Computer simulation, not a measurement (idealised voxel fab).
Process module heading - voxel wiring stack
For reference, the cross-section in this document is cut, with width 290 nm and square cells of 5 nm.
Format of a cross-section: grid, square cells. Given as bands. Order: top down. Band: one or more rows of cells. Quick guide to a band line: top height, bottom height (nm) up front; then every material left to right with its width in nm. Only one material and it's marked "edge to edge"? Then it fills the band edge to edge. And "blank" just means empty space. A quick word on heights: they are counted from 0, and under that level the wafer as it came to us is one material throughout. The lowest band is different from the rest in having no bottom; it simply continues downward, written as in "from 0 down". So if you see something like "30..40" for the width, read it as the top row of the band sitting at the first number and the bottom row at the second, with every row in between moving by the same amount as the last. "nothing different", as given for a step, is the statement that not any cell of the cross-section underwent a change during that step. Closed empty spaces (no open way to the top) of 8 cells or more are what "Closed voids list" lists, each as width x height at distance from the left edge, nm for all three. Note: text after step settings on the step line = simulator remark on that step. overlay nm: where the mask lay relative to plan, measured to the right, on steps with a mask; negatives go left.

Below is the list of planned process steps:
1) RECEIVE: material Si
2) CONFORMAL_DEP: material SiO2, thk nm 15
3) CONFORMAL_DEP: material SiN, thk nm 5
4) DIRECTIONAL_DEP: material SiO2, thk nm 15
5) PATTERN: tone open, mask id METAL_1, material resist, width nm 20, pitch nm 50, thk nm 20, overlay nm 0
6) DIRECTIONAL_ETCH: etch materials SiO2, depth nm 15
7) DIRECTIONAL_ETCH: etch materials SiN, depth nm 5
8) STRIP: etch materials resist
9) CONFORMAL_DEP: material TiN, thk nm 5
10) FILL_DEP: material Cu, thk nm 5
11) CMP: height nm 35
12) CONFORMAL_DEP: material SiCN, thk nm 5
13) DIRECTIONAL_DEP: material SiO2, thk nm 25
14) DIRECTIONAL_DEP: material aC, thk nm 15
15) PATTERN: tone open, mask id METAL_2_HOLES, material resist, width nm 15, pitch nm 100, thk nm 35, overlay nm 0
16) DIRECTIONAL_ETCH: etch materials aC, depth nm 15
17) STRIP: etch materials resist
18) DIRECTIONAL_ETCH: etch materials SiO2, depth nm 25
19) STRIP: etch materials aC
20) PATTERN: tone open, mask id METAL_2, material resist, width nm 20, pitch nm 50, thk nm 15, overlay nm 0
21) DIRECTIONAL_ETCH: etch materials SiO2, depth nm 15
22) DIRECTIONAL_ETCH: etch materials SiCN, depth nm 5
23) STRIP: etch materials resist
24) CONFORMAL_DEP: material TiN, thk nm 5
25) FILL_DEP: material Ru, thk nm 10
26) CMP: height nm 65
27) CONFORMAL_DEP: material SiCN, thk nm 5
28) DIRECTIONAL_DEP: material lowk, thk nm 30
29) PATTERN: tone open, mask id METAL_3_HOLES, material resist, width nm 15, pitch nm 100, thk nm 20, overlay nm 0
30) DIRECTIONAL_ETCH: etch materials lowk, depth nm 30
31) STRIP: etch materials resist
32) MASKED_ETCH: tone open, mask id METAL_3, width nm 20, pitch nm 50, etch materials lowk, depth nm 20, overlay nm 0
33) MASKED_ETCH: tone open, mask id METAL_3, width nm 20, pitch nm 50, etch materials SiCN, depth nm 5, overlay nm 0
34) CONFORMAL_DEP: material TiN, thk nm 5
35) FILL_DEP: material Ru, thk nm 10
36) CMP: height nm 100
37) CONFORMAL_DEP: material SiCN, thk nm 5
38) DIRECTIONAL_DEP: material lowk, thk nm 10
39) MASKED_ETCH: tone open, mask id PLUG_3, width nm 15, pitch nm 50, etch materials lowk, depth nm 10, overlay nm 0
40) MASKED_ETCH: tone open, mask id PLUG_3, width nm 15, pitch nm 50, etch materials SiCN, depth nm 5, overlay nm 0
41) EPI: material Ru, thk nm 10
42) EPI: material Ru, thk nm 5
43) CONFORMAL_DEP: material SiN, thk nm 5
44) DIRECTIONAL_DEP: material lowk, thk nm 15
45) DIRECTIONAL_DEP: material aC, thk nm 15
46) PATTERN: tone open, mask id METAL_4, material resist, width nm 20, pitch nm 50, thk nm 35, overlay nm 0
47) DIRECTIONAL_ETCH: etch materials aC, depth nm 15
48) STRIP: etch materials resist
49) DIRECTIONAL_ETCH: etch materials lowk, depth nm 15
50) DIRECTIONAL_ETCH: etch materials SiN, depth nm 5
51) STRIP: etch materials aC
52) CONFORMAL_DEP: material TiN, thk nm 5
53) FILL_DEP: material Ru, thk nm 5
54) CMP: height nm 135
55) EPI: material Ru, thk nm 5
56) FILL_DEP: material SiCN, thk nm 5

Wafer at receipt (post step 1), cross-section:
	from 0 down = Si edge to edge
	Closed voids list: none

Starting structure and process plan are as shown above, but one mistake was made in running the module; the wafer cross-section at the end of the module follows:
	from 145 to 140 = SiCN edge to edge
	from 140 to 135 = SiCN (80)  Ru (30)  SiCN (20)  Ru (30)  SiCN (20)  Ru (30)  SiCN (80)
	from 135 to 120 = lowk (85)  TiN (5)  Ru (10)  TiN (5)  lowk (30)  TiN (5)  Ru (10)  TiN (5)  lowk (30)  TiN (5)  Ru (10)  TiN (5)  lowk (85)
	from 120 to 115 = SiN (85)  TiN (20)  SiN (30)  TiN (20)  SiN (30)  TiN (20)  SiN (85)
	from 115 to 105 = lowk (85)  Ru (15)  lowk (35)  Ru (15)  lowk (35)  Ru (15)  lowk (90)
	from 105 to 100 = SiCN (85)  Ru (15)  SiCN (35)  Ru (15)  SiCN (35)  Ru (15)  SiCN (90)
	from 100 to 85 = lowk (85)  TiN (5)  Ru (10)  TiN (5)  lowk (30)  TiN (5)  Ru (10)  TiN (5)  lowk (30)  TiN (5)  Ru (10)  TiN (5)  lowk (85)
	from 85 to 80 = lowk (85)  TiN (5)  Ru (5)  TiN (10)  lowk (30)  TiN (20)  lowk (30)  TiN (5)  Ru (5)  TiN (10)  lowk (85)
	from 80 to 70 = lowk (85)  TiN (5)  Ru (5)  TiN (5)  lowk (85)  TiN (5)  Ru (5)  TiN (5)  lowk (90)
	from 70 to 65 = SiCN (85)  TiN (15)  SiCN (85)  TiN (15)  SiCN (90)
	from 65 to 55 = SiO2 (85)  TiN (5)  Ru (20)  TiN (5)  SiO2 (30)  TiN (5)  Ru (10)  TiN (5)  SiO2 (20)  TiN (5)  Ru (20)  TiN (5)  SiO2 (75)
	from 55 to 50 = SiO2 (85)  TiN (5)  Ru (5)  TiN (20)  SiO2 (30)  TiN (20)  SiO2 (20)  TiN (5)  Ru (5)  TiN (20)  SiO2 (75)
	from 50 to 45 = SiO2 (85)  TiN (5)  Ru (5)  TiN (5)  SiO2 (85)  TiN (5)  Ru (5)  TiN (5)  SiO2 (90)
	from 45 to 40 = SiO2 (85)  TiN (15)  SiO2 (85)  TiN (15)  SiO2 (90)
	from 40 to 35 = SiCN (95)  TiN (5)  SiCN (95)  TiN (5)  SiCN (90)
	from 35 to 20 = SiO2 (85)  TiN (5)  Cu (10)  TiN (5)  SiO2 (30)  TiN (5)  Cu (10)  TiN (5)  SiO2 (30)  TiN (5)  Cu (10)  TiN (5)  SiO2 (85)
	from 20 to 15 = SiN (85)  TiN (20)  SiN (30)  TiN (20)  SiN (30)  TiN (20)  SiN (85)
	from 15 to 0 = SiO2 edge to edge
	from 0 down = Si edge to edge
	Closed voids list: none
Which mistake was made when the wafer was run? step 20 went in with a setting other than planned; the actual run was PATTERN: tone open, mask id METAL_2, material resist, width nm 20, pitch nm 50, thk nm 15, overlay nm 10
